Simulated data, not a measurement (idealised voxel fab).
Documented hereafter: the process module known as voxel capacitor over wiring.
Cross-sectional view cut (width: 240 nm; square cell size: 5 nm).
Notation: cross-section as square-cell grid; stated in bands, top first, going down; one or more cell rows per band. Per band: top height and bottom height in nm, followed by the left-to-right materials and their widths in nm; "full width" marks a single material spanning edge to edge, "air" marks empty space. The reference from which all heights are counted is 0, the level beneath which the as-received wafer is entirely one material; the lowest band, having no lower bound, proceeds downward and is written after the example "z 0 and below". The two numbers in a width such as "30..40" mark its ends across the band: the first belongs to the top row of cells, the second to the bottom row, and from each row to the next the width moves by the same amount. It should be understood that the words "nothing got changed", when stated for a given step, signify that the cross-section underwent no change in any of its cells during that step. "Unvented cavities" - sealed voids, min. 8 cells, no opening to top; format: width x height at distance (distance from left edge; nm throughout). Post-settings text on a step line: simulator's own remark regarding the step. "overlay nm" on a masked step: distance the mask lay right of its planned place, negative for left.

HERE'S WHAT THE PLANNED PROCESS STEPS LOOK LIKE
1. RECEIVE [material Si]
2. CONFORMAL_DEP [material SiO2] [thk nm 10]
3. DIRECTIONAL_DEP [material TiN] [thk nm 5]
4. DIRECTIONAL_DEP [material Ru] [thk nm 15]
5. DIRECTIONAL_DEP [material aC] [thk nm 15]
6. PATTERN [tone cover] [mask id METAL_1] [material resist] [width nm 30] [pitch nm 85] [thk nm 35] [overlay nm 0]
7. DIRECTIONAL_ETCH [etch materials aC] [depth nm 15]
8. STRIP [etch materials resist]
9. DIRECTIONAL_ETCH [etch materials Ru] [depth nm 15]
10. DIRECTIONAL_ETCH [etch materials TiN] [depth nm 5]
11. STRIP [etch materials aC]
12. CONFORMAL_DEP [material SiCN] [thk nm 5]
13. FILL_DEP [material lowk] [thk nm 5]
14. CMP [height nm 30]
15. CONFORMAL_DEP [material SiCN] [thk nm 5]
16. DIRECTIONAL_DEP [material SiO2] [thk nm 20]
17. MASKED_ETCH [tone open] [mask id PLUG_1] [width nm 15] [etch materials SiO2] [depth nm 20] [overlay nm 0]
18. MASKED_ETCH [tone open] [mask id PLUG_1] [width nm 15] [etch materials SiCN] [depth nm 5] [overlay nm 0]
19. EPI [material Ru] [thk nm 10]
20. EPI [material Ru] [thk nm 10]
21. EPI [material Ru] [thk nm 5]
22. DIRECTIONAL_DEP [material TiN] [thk nm 10]
23. DIRECTIONAL_DEP [material Al2O3] [thk nm 5]
24. DIRECTIONAL_DEP [material TiN] [thk nm 10]
25. DIRECTIONAL_DEP [material aC] [thk nm 15]
26. PATTERN [tone cover] [mask id UPPER_PLATE] [material resist] [width nm 60] [thk nm 30] [overlay nm 0]
27. DIRECTIONAL_ETCH [etch materials aC] [depth nm 15]
28. STRIP [etch materials resist]
29. DIRECTIONAL_ETCH [etch materials TiN] [depth nm 10]
30. DIRECTIONAL_ETCH [etch materials Al2O3] [depth nm 5]
31. STRIP [etch materials aC]
32. PATTERN [tone cover] [mask id LOWER_PLATE] [material resist] [width nm 70] [thk nm 15] [overlay nm 0]
33. DIRECTIONAL_ETCH [etch materials TiN] [depth nm 10]
34. STRIP [etch materials resist]
35. FILL_DEP [material SiO2] [thk nm 15]
36. CMP [height nm 90]
37. PATTERN [tone open] [mask id PLUG_2] [material resist] [width nm 15] [thk nm 20] [overlay nm 0]
38. DIRECTIONAL_ETCH [etch materials SiO2] [depth nm 10]
39. STRIP [etch materials resist]
40. CONFORMAL_DEP [material TiN] [thk nm 5]
41. FILL_DEP [material W] [thk nm 10]
42. CMP [height nm 90]
43. CONFORMAL_DEP [material SiN] [thk nm 5]

CROSS-SECTION OF THE INCOMING WAFER, STATE AFTER STEP 1
> z 0 and below | Si full width
> Unvented cavities: none

POST-MODULE CROSS-SECTION: IDENTICAL START AND PLAN TO THOSE ABOVE, ONE MISSTEP IN EXECUTION
> z 95 to 90 | SiN full width
> z 90 to 85 | SiO2 (85), TiN (5), W (5), TiN (5), SiO2 (140)
> z 85 to 80 | SiO2 (85), TiN (15), SiO2 (140)
> z 80 to 70 | SiO2 (75), TiN (60), SiO2 (105)
> z 70 to 65 | SiO2 (75), Al2O3 (60), SiO2 (105)
> z 65 to 55 | SiO2 (70), TiN (75), SiO2 (95)
> z 55 to 35 | SiO2 (75), Ru (15), SiO2 (150)
> z 35 to 30 | SiCN (75), Ru (15), SiCN (150)
> z 30 to 15 | lowk (55), SiCN (5), Ru (30), SiCN (5), lowk (45), SiCN (5), Ru (30), SiCN (5), lowk (60)
> z 15 to 10 | SiCN (60), TiN (30), SiCN (55), TiN (30), SiCN (65)
> z 10 to 0 | SiO2 full width
> z 0 and below | Si full width
> Unvented cavities: none
The plan and the run diverged here: step 32 changed vs plan, executed as PATTERN [tone cover] [mask id LOWER_PLATE] [material resist] [width nm 75] [thk nm 15] [overlay nm 0]
